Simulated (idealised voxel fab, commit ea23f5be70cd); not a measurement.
process module | voxel ribs on slabs
cross-section cut | 150 nm wide | cells 5 nm
A cross-section is a grid of square cells, given in bands from the top down. A band is one or more rows of cells.
Each band's line starts with the height of the band's top and of its bottom, in nm. Then come its materials from left to right, each with its width in nm. One material with "throughout" fills the band from edge to edge. "air" is empty space.
Height 0 is the level under which the wafer as received is all one material. The lowest band goes on downwards, as in "0 down".
A width such as "30 to 40" changes by the same amount from each row of cells to the next, from the band's top row to its bottom row.
"no change" after a step means that no cell of the cross-section changed.
closed voids: empty space of 8 cells or more with no open way to the top, each as width x height at its distance from the left edge, in nm
after a step's settings: what the simulator itself notes on the step
overlay nm, on a step with a mask: how far to the right of its planned place the mask lay; to the left if negative
plan
1 op RECEIVE | material Si
2 op DIRECTIONAL_DEP | material SiO2 | thk nm 20
3 op DIRECTIONAL_DEP | material SiN | thk nm 25
4 op PATTERN | tone cover | mask id RIB | material resist | width nm 30 | thk nm 20 | overlay nm 0
5 op DIRECTIONAL_ETCH | etch materials SiN | depth nm 10
6 op STRIP | etch materials resist
7 op PATTERN | tone cover | mask id SLAB | material resist | width nm 80 | thk nm 20 | overlay nm 0
8 op DIRECTIONAL_ETCH | etch materials SiN | depth nm 15
9 op STRIP | etch materials resist
10 op FILL_DEP | material SiO2 | thk nm 30
11 op CMP | height nm 65
12 op DIRECTIONAL_DEP | material W | thk nm 5
13 op MASKED_ETCH | tone cover | mask id HEATER | width nm 40 | etch materials W | depth nm 5 | overlay nm 0
14 op CONFORMAL_DEP | material SiO2 | thk nm 5
as received, after step 1
  0 down: Si throughout
  closed voids: none
a wafer at the end: this start, this plan, one mistake
  75 to 70: SiO2 60 | air 30 | SiO2 60
  70 to 65: W 55 | SiO2 40 | W 55
  65 to 45: SiO2 throughout
  45 to 35: SiO2 60 | SiN 30 | SiO2 60
  35 to 20: SiO2 35 | SiN 80 | SiO2 35
  20 to 0: SiO2 throughout
  0 down: Si throughout
  closed voids: none
what went wrong: step 13 ran as: op MASKED_ETCH | tone open | mask id HEATER | width nm 40 | etch materials W | depth nm 5 | overlay nm 0
